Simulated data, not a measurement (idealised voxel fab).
Presented below is a process module, voxel gate over fins.
In the cross-section labelled cut, the width is 210 nm and each square cell is 5 nm.
A cross-section is a grid of square cells, given in bands from the top down. A band is one or more rows of cells. Heights first: top, then bottom, in nm. Then materials, left to right, each with a width in nm. "edge to edge" on a single material: fills the band edge to edge. "air": empty space. Note: height 0 marks the level under which the wafer is uniformly one material as received. Lowest band unbounded below, written "from 0 down". The expression "30->40" gives the width at the extremes of the band, the first number at its top row of cells and the second at its bottom row, with the width changing by equal amounts from each row to the next in between. "nothing different" for a step: no cell of the cross-section changed in that step. Reported under the label "Listed closed voids" are the empty spaces having no open way to the top and comprising 8 cells or more; the notation for each is width x height at distance, in which the distance is measured from the left edge and all three values are in nm. The remark found on a step's line after its settings is issued by the simulator itself and pertains to that step. "overlay nm" answers the question of how far to the right of plan the mask lay on a step that has a mask, and when it is negative the answer is to the left.
The process steps that were planned are listed below:
1: RECEIVE with material Si
2: CONFORMAL_DEP with material SiN, thk nm 10
3: DIRECTIONAL_DEP with material aC, thk nm 15
4: PATTERN with tone cover, mask id FINS, material resist, width nm 15, pitch nm 45, thk nm 35, overlay nm 0
5: DIRECTIONAL_ETCH with etch materials aC, depth nm 15
6: STRIP with etch materials resist
7: DIRECTIONAL_ETCH with etch materials SiN, depth nm 10
8: DIRECTIONAL_ETCH with etch materials Si, depth nm 35
9: STRIP with etch materials aC
10: FILL_DEP with material SiO2, thk nm 15
11: CMP with height nm 10
12: SELECTIVE_ETCH with etch materials SiO2, depth nm 25
13: STRIP with etch materials SiN
14: CONFORMAL_DEP with material HfO2, thk nm 5
15: CONFORMAL_DEP with material TiN, thk nm 5
16: CONFORMAL_DEP with material TiAl, thk nm 5
17: CONFORMAL_DEP with material TiN, thk nm 5
18: FILL_DEP with material W, thk nm 10
19: CMP with height nm 25
20: CONFORMAL_DEP with material SiCN, thk nm 5
Incoming wafer in cross-section (state: after step 1):
	from 0 down | Si edge to edge
	Listed closed voids: none
Final wafer profile in cross-section after the module, from the same start and plan as above, with one mistake made during processing:
	from 30 to 25 | SiCN edge to edge
	from 25 to 15 | 20 nm W, then 165 nm TiN, then 25 nm W
	from 15 to 10 | 35 nm TiN, then 135 nm TiAl, then 40 nm TiN
	from 10 to 5 | 35 nm TiN, then 5 nm TiAl, then 35 nm TiN, then 10 nm TiAl, then 35 nm TiN, then 10 nm TiAl, then 35 nm TiN, then 5 nm TiAl, then 40 nm TiN
	from 5 to 0 | 35 nm TiN, then 5 nm TiAl, then 5 nm TiN, then 25 nm HfO2, then 5 nm TiN, then 10 nm TiAl, then 5 nm TiN, then 25 nm HfO2, then 5 nm TiN, then 10 nm TiAl, then 5 nm TiN, then 25 nm HfO2, then 5 nm TiN, then 5 nm TiAl, then 40 nm TiN
	from 0 to -5 | 40 nm TiAl, then 5 nm TiN, then 5 nm HfO2, then 15 nm Si, then 5 nm HfO2, then 5 nm TiN, then 10 nm TiAl, then 5 nm TiN, then 5 nm HfO2, then 15 nm Si, then 5 nm HfO2, then 5 nm TiN, then 10 nm TiAl, then 5 nm TiN, then 5 nm HfO2, then 15 nm Si, then 5 nm HfO2, then 5 nm TiN, then 45 nm TiAl
	from -5 to -10 | 45 nm TiN, then 5 nm HfO2, then 15 nm Si, then 5 nm HfO2, then 20 nm TiN, then 5 nm HfO2, then 15 nm Si, then 5 nm HfO2, then 20 nm TiN, then 5 nm HfO2, then 15 nm Si, then 5 nm HfO2, then 50 nm TiN
	from -10 to -15 | 50 nm HfO2, then 15 nm Si, then 30 nm HfO2, then 15 nm Si, then 30 nm HfO2, then 15 nm Si, then 55 nm HfO2
	from -15 to -35 | 50 nm SiO2, then 15 nm Si, then 30 nm SiO2, then 15 nm Si, then 30 nm SiO2, then 15 nm Si, then 55 nm SiO2
	from -35 down | Si edge to edge
	Listed closed voids: none
The plan and the run diverged here: contrary to plan, step 17 was performed as CONFORMAL_DEP with material TiN, thk nm 15
